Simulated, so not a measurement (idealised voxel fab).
The name of this process module is voxel double patterning.
Pictured: cross-section cut, 290 nm wide, on a grid of 5 nm square cells.
This document writes a cross-section as a grid whose cells are square, and gives it as bands, listed from the top down; one or more rows of cells form a band. Basically the band line says how high the top is and how high the bottom is, in nm, and then what's in it from left to right, every material with its width in nm. Empty space shows up as "empty", and if a single material carries "everywhere" it runs the full band edge to edge. Heights are expressed relative to 0, this being the level below which the as-received wafer comprises one material exclusively. The lowest band is unbounded in the downward direction and is denoted as in "z 0 and below". Width "30 to 40": first value at the band's top row of cells, second value at its bottom row, equal change from row to row. "everything unchanged" for a step: no cell of the cross-section changed in that step. Basically, "Voids, sealed" tells you about the enclosed voids: empty spaces with no open way to the top, 8 cells or bigger, each written width x height at distance, where distance is from the left edge, all in nm. On a step's line, text after the settings is the simulator commenting on that step. "overlay nm" answers the question of how far to the right of plan the mask lay on a step that has a mask, and when it is negative the answer is to the left.

STEPS PLANNED FOR THE PROCESS
| 1 | RECEIVE | material Si |
| 2 | CONFORMAL_DEP | material SiO2 | thk nm 5 |
| 3 | DIRECTIONAL_DEP | material polySi | thk nm 10 |
| 4 | DIRECTIONAL_DEP | material SiCN | thk nm 5 |
| 5 | PATTERN | tone open | mask id FIRST | material resist | width nm 15 | pitch nm 50 | thk nm 20 | overlay nm 0 |
| 6 | DIRECTIONAL_ETCH | etch materials SiCN | depth nm 5 |
| 7 | STRIP | etch materials resist |
| 8 | PATTERN | tone open | mask id SECOND | material resist | width nm 15 | thk nm 15 | overlay nm 0 |
| 9 | DIRECTIONAL_ETCH | etch materials SiCN | depth nm 5 |
| 10 | STRIP | etch materials resist |
| 11 | DIRECTIONAL_ETCH | etch materials polySi | depth nm 10 |
| 12 | STRIP | etch materials SiCN |

RUN AS PLANNED: FIRST OF TWO WAFERS

WAFER CROSS-SECTION ON RECEIPT, I.E. AFTER STEP 1
    z 0 and below = Si everywhere
    Voids, sealed: none

AFTER STEP 2: WAFER CROSS-SECTION
    z 5 to 0 = SiO2 everywhere
    Heights below 0 show no change.

AFTER STEP 3: WAFER CROSS-SECTION
    z 15 to 5 = polySi everywhere
    Heights below 5 show no change.

AFTER STEP 4: WAFER CROSS-SECTION
    z 20 to 15 = SiCN everywhere
    Heights below 15 show no change.

AFTER STEP 5: WAFER CROSS-SECTION
    z 40 to 20 = resist=110 | empty=15 | resist=35 | empty=15 | resist=115
    Heights below 20 show no change.

AFTER STEP 6: WAFER CROSS-SECTION
    z 40 to 20 = resist=110 | empty=15 | resist=35 | empty=15 | resist=115
    z 20 to 15 = SiCN=110 | empty=15 | SiCN=35 | empty=15 | SiCN=115
    Heights below 15 show no change.

AFTER STEP 7: WAFER CROSS-SECTION
    z 20 to 15 = SiCN=110 | empty=15 | SiCN=35 | empty=15 | SiCN=115
    Heights below 15 show no change.

AFTER STEP 8: WAFER CROSS-SECTION
    z 35 to 20 = resist=135 | empty=15 | resist=140
    z 20 to 15 = SiCN=110 | resist=15 | SiCN=35 | resist=15 | SiCN=115
    Heights below 15 show no change.

AFTER STEP 9: WAFER CROSS-SECTION
    z 35 to 20 = resist=135 | empty=15 | resist=140
    z 20 to 15 = SiCN=110 | resist=15 | SiCN=10 | empty=15 | SiCN=10 | resist=15 | SiCN=115
    Heights below 15 show no change.

AFTER STEP 10: WAFER CROSS-SECTION
    z 20 to 15 = SiCN=110 | empty=15 | SiCN=10 | empty=15 | SiCN=10 | empty=15 | SiCN=115
    Heights below 15 show no change.

AFTER STEP 11: WAFER CROSS-SECTION
    z 20 to 15 = SiCN=110 | empty=15 | SiCN=10 | empty=15 | SiCN=10 | empty=15 | SiCN=115
    z 15 to 5 = polySi=110 | empty=15 | polySi=10 | empty=15 | polySi=10 | empty=15 | polySi=115
    Heights below 5 show no change.

AFTER STEP 12: WAFER CROSS-SECTION
    z 15 to 5 = polySi=110 | empty=15 | polySi=10 | empty=15 | polySi=10 | empty=15 | polySi=115
    Heights below 5 show no change.

WAFER TWO. SAME START, SAME PLAN, ONE SLIP IN EXECUTION. SAME AS WAFER ONE THROUGH STEP 3, INCLUSIVE

CROSS-SECTION OF THE SECOND WAFER AT THE TIME STEP 4 OF THE PLAN SHOULD HAVE ENDED
    z 20 to 15 = SiO2 everywhere
    Heights below 15 show no change.

CROSS-SECTION OF THE SECOND WAFER AT THE TIME STEP 5 OF THE PLAN SHOULD HAVE ENDED
    z 40 to 20 = resist=110 | empty=15 | resist=35 | empty=15 | resist=115
    Heights below 20 show no change.

Cross-section of the second wafer at the time step 6 of the plan should have ended: everything unchanged

CROSS-SECTION OF THE SECOND WAFER AT THE TIME STEP 7 OF THE PLAN SHOULD HAVE ENDED
    z 20 to 15 = SiO2 everywhere
    Heights below 15 show no change.

CROSS-SECTION OF THE SECOND WAFER AT THE TIME STEP 8 OF THE PLAN SHOULD HAVE ENDED
    z 35 to 20 = resist=135 | empty=15 | resist=140
    Heights below 20 show no change.

Cross-section of the second wafer at the time step 9 of the plan should have ended: everything unchanged

CROSS-SECTION OF THE SECOND WAFER AT THE TIME STEP 10 OF THE PLAN SHOULD HAVE ENDED
    z 20 to 15 = SiO2 everywhere
    Heights below 15 show no change.

Cross-section of the second wafer at the time step 11 of the plan should have ended: everything unchanged

Cross-section of the second wafer at the time step 12 of the plan should have ended: everything unchanged
what went wrong: the process deviated at step 4: the operation and settings actually run there were DIRECTIONAL_DEP | material SiO2 | thk nm 5
Looking at both finished wafers in cells, the second ends up ahead of or behind the first on some materials: SiO2 +58, polySi +18
